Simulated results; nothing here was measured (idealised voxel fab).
process module | voxel self aligned vias
cross-section cut | 245 nm wide | cells 5 nm
A cross-section is a grid of square cells, given in bands from the top down. A band is one or more rows of cells.
Each band's line starts with the height of the band's top and of its bottom, in nm. Then come its materials from left to right, each with its width in nm. One material with "throughout" fills the band from edge to edge. "air" is empty space.
Height 0 is the level under which the wafer as received is all one material. The lowest band goes on downwards, as in "0 down".
A width such as "30 to 40" changes by the same amount from each row of cells to the next, from the band's top row to its bottom row.
"no change" after a step means that no cell of the cross-section changed.
closed voids: empty space of 8 cells or more with no open way to the top, each as width x height at its distance from the left edge, in nm
after a step's settings: what the simulator itself notes on the step
overlay nm, on a step with a mask: how far to the right of its planned place the mask lay; to the left if negative
plan
1 op RECEIVE | material Si
2 op CONFORMAL_DEP | material SiO2 | thk nm 10
3 op CONFORMAL_DEP | material SiCN | thk nm 5
4 op DIRECTIONAL_DEP | material lowk | thk nm 25
5 op PATTERN | tone open | mask id LINES | material resist | width nm 30 | pitch nm 65 | thk nm 15 | overlay nm 0
6 op DIRECTIONAL_ETCH | etch materials lowk | depth nm 25
7 op STRIP | etch materials resist
8 op CONFORMAL_DEP | material TiN | thk nm 5
9 op FILL_DEP | material Ru | thk nm 10
10 op CMP | height nm 40
11 op SELECTIVE_ETCH | etch materials W Ru TiN | depth nm 10
12 op FILL_DEP | material SiN | thk nm 5
13 op CMP | height nm 40
14 op DIRECTIONAL_DEP | material lowk | thk nm 15
15 op MASKED_ETCH | tone open | mask id VIAS | width nm 40 | pitch nm 65 | etch materials lowk | depth nm 15 | overlay nm 0
16 op MASKED_ETCH | tone open | mask id VIAS | width nm 40 | pitch nm 65 | etch materials SiN | depth nm 10 | overlay nm 0
17 op CONFORMAL_DEP | material TiN | thk nm 5
18 op FILL_DEP | material Ru | thk nm 10
19 op CMP | height nm 55
20 op CONFORMAL_DEP | material SiN | thk nm 5
as received, after step 1
  0 down: Si throughout
  closed voids: none
a wafer at the end: this start, this plan, one mistake
  60 to 55: SiN throughout
  55 to 45: lowk 35 | TiN 5 | Ru 30 | TiN 5 | lowk 25 | TiN 5 | Ru 30 | TiN 5 | lowk 25 | TiN 5 | Ru 30 | TiN 5 | lowk 40
  45 to 35: lowk 35 to 45 | TiN 15 to 5 | Ru 15 | TiN 10 to 5 | lowk 25 to 40 | TiN 15 to 5 | Ru 15 | TiN 10 to 5 | lowk 25 to 40 | TiN 15 to 5 | Ru 15 | TiN 10 to 5 | lowk 40 to 45
  35 to 30: lowk 45 | TiN 25 | lowk 40 | TiN 25 | lowk 40 | TiN 25 | lowk 45
  30 to 20: lowk 45 | TiN 5 | Ru 15 | TiN 5 | lowk 40 | TiN 5 | Ru 15 | TiN 5 | lowk 40 | TiN 5 | Ru 15 | TiN 5 | lowk 45
  20 to 15: lowk 45 | TiN 25 | lowk 40 | TiN 25 | lowk 40 | TiN 25 | lowk 45
  15 to 10: SiCN throughout
  10 to 0: SiO2 throughout
  0 down: Si throughout
  closed voids: none
what went wrong: step 5 ran as: op PATTERN | tone open | mask id LINES | material resist | width nm 25 | pitch nm 65 | thk nm 15 | overlay nm 0
